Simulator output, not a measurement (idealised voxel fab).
The process module presented herein is designated voxel self aligned vias.
It is cross-section cut that appears here, measuring 145 nm in width, its square cells being 5 nm in size.
How to read a cross-section here: the picture is a grid of square cells, written as bands going from the top down, and any band can span one or more rows of cells. Each band's line starts with the height of the band's top and of its bottom, in nm. Then come its materials from left to right, each with its width in nm. One material with "all across" fills the band from edge to edge. "blank" is empty space. Ref level 0: as-received wafer is one material below here. Bottom band extends down with no lower bound ("top 0, no bottom"). A width given as "30 to 40" starts at the first number in the band's top row and ends at the second number in its bottom row, shifting by an equal amount at every step from row to row. The cross-section has no changed cell in any step marked "no change". So "Encapsulated voids" is basically the list of trapped voids: any empty space of 8 cells or more that can't reach the top through an opening. They're written width x height at distance, the distance being from the left edge, and it's all nm. Step line, after settings: the simulator's comment on this step. Among the settings permitted on a step's line is "overlay nm"; applied to a step with a mask, it specifies the extent to which the mask lay to the right of its planned position, whereas a negative figure signifies a position to the left.

PROCESS STEPS (PLANNED)
1,op RECEIVE | material Si
2,op CONFORMAL_DEP | material SiO2 | thk nm 15
3,op CONFORMAL_DEP | material SiCN | thk nm 5
4,op DIRECTIONAL_DEP | material lowk | thk nm 25
5,op MASKED_ETCH | tone open | mask id LINES | width nm 25 | pitch nm 65 | etch materials lowk | depth nm 25 | overlay nm 0
6,op CONFORMAL_DEP | material TiN | thk nm 5
7,op FILL_DEP | material Ru | thk nm 5
8,op CMP | height nm 45
9,op SELECTIVE_ETCH | etch materials W Ru TiN | depth nm 10
10,op FILL_DEP | material SiN | thk nm 5
11,op CMP | height nm 45
12,op DIRECTIONAL_DEP | material lowk | thk nm 20
13,op DIRECTIONAL_DEP | material aC | thk nm 15
14,op PATTERN | tone open | mask id VIAS | material resist | width nm 45 | thk nm 35 | overlay nm 0
15,op DIRECTIONAL_ETCH | etch materials aC | depth nm 15
16,op STRIP | etch materials resist
17,op DIRECTIONAL_ETCH | etch materials lowk | depth nm 20
18,op DIRECTIONAL_ETCH | etch materials SiN | depth nm 10
19,op STRIP | etch materials aC
20,op CONFORMAL_DEP | material TiN | thk nm 5
21,op FILL_DEP | material W | thk nm 10
22,op CMP | height nm 65
23,op CONFORMAL_DEP | material SiN | thk nm 5

CROSS-SECTION: WAFER ON ARRIVAL = AFTER STEP 1
    top 0, no bottom  Si all across
    Encapsulated voids: none

AS-PLANNED RUN: CROSS-SECTION OF THE FIRST OF TWO WAFERS AT END OF MODULE
    top 70, bottom 65  SiN all across
    top 65, bottom 50  lowk: 15, then TiN: 5, then W: 35, then TiN: 5, then lowk: 85
    top 50, bottom 45  lowk: 15, then TiN: 15, then W: 15, then TiN: 15, then lowk: 85
    top 45, bottom 40  lowk: 25, then TiN: 5, then W: 15, then TiN: 5, then lowk: 40, then SiN: 25, then lowk: 30
    top 40, bottom 35  lowk: 25, then TiN: 25, then lowk: 40, then SiN: 25, then lowk: 30
    top 35, bottom 25  lowk: 25, then TiN: 5, then Ru: 15, then TiN: 5, then lowk: 40, then TiN: 5, then Ru: 15, then TiN: 5, then lowk: 30
    top 25, bottom 20  lowk: 25, then TiN: 25, then lowk: 40, then TiN: 25, then lowk: 30
    top 20, bottom 15  SiCN all across
    top 15, bottom 0  SiO2 all across
    top 0, no bottom  Si all across
    Encapsulated voids: none

END-OF-MODULE CROSS-SECTION OF THE SECOND WAFER: IDENTICAL STARTING POINT AND PROCESS PLAN TO THE FIRST, WITH ONE PROCESSING MISTAKE
    top 70, bottom 65  SiN all across
    top 65, bottom 50  lowk: 15, then TiN: 5, then W: 35, then TiN: 5, then lowk: 85
    top 50, bottom 45  lowk: 15, then TiN: 20, then W: 5, then TiN: 20, then lowk: 85
    top 45, bottom 40  lowk: 30, then TiN: 5, then W: 5, then TiN: 5, then lowk: 50, then SiN: 15, then lowk: 35
    top 40, bottom 35  lowk: 30, then TiN: 15, then lowk: 50, then SiN: 15, then lowk: 35
    top 35, bottom 25  lowk: 30, then TiN: 5, then Ru: 5, then TiN: 5, then lowk: 50, then TiN: 5, then Ru: 5, then TiN: 5, then lowk: 35
    top 25, bottom 20  lowk: 30, then TiN: 15, then lowk: 50, then TiN: 15, then lowk: 35
    top 20, bottom 15  SiCN all across
    top 15, bottom 0  SiO2 all across
    top 0, no bottom  Si all across
    Encapsulated voids: none
So what did we get wrong on this run? step 5 did not happen as planned, as run it was op MASKED_ETCH | tone open | mask id LINES | width nm 15 | pitch nm 65 | etch materials lowk | depth nm 25 | overlay nm 0
End of process, cell counts, second wafer against first, materials with more or fewer: -8 Ru, -4 SiN, -4 TiN, -4 W, +20 lowk
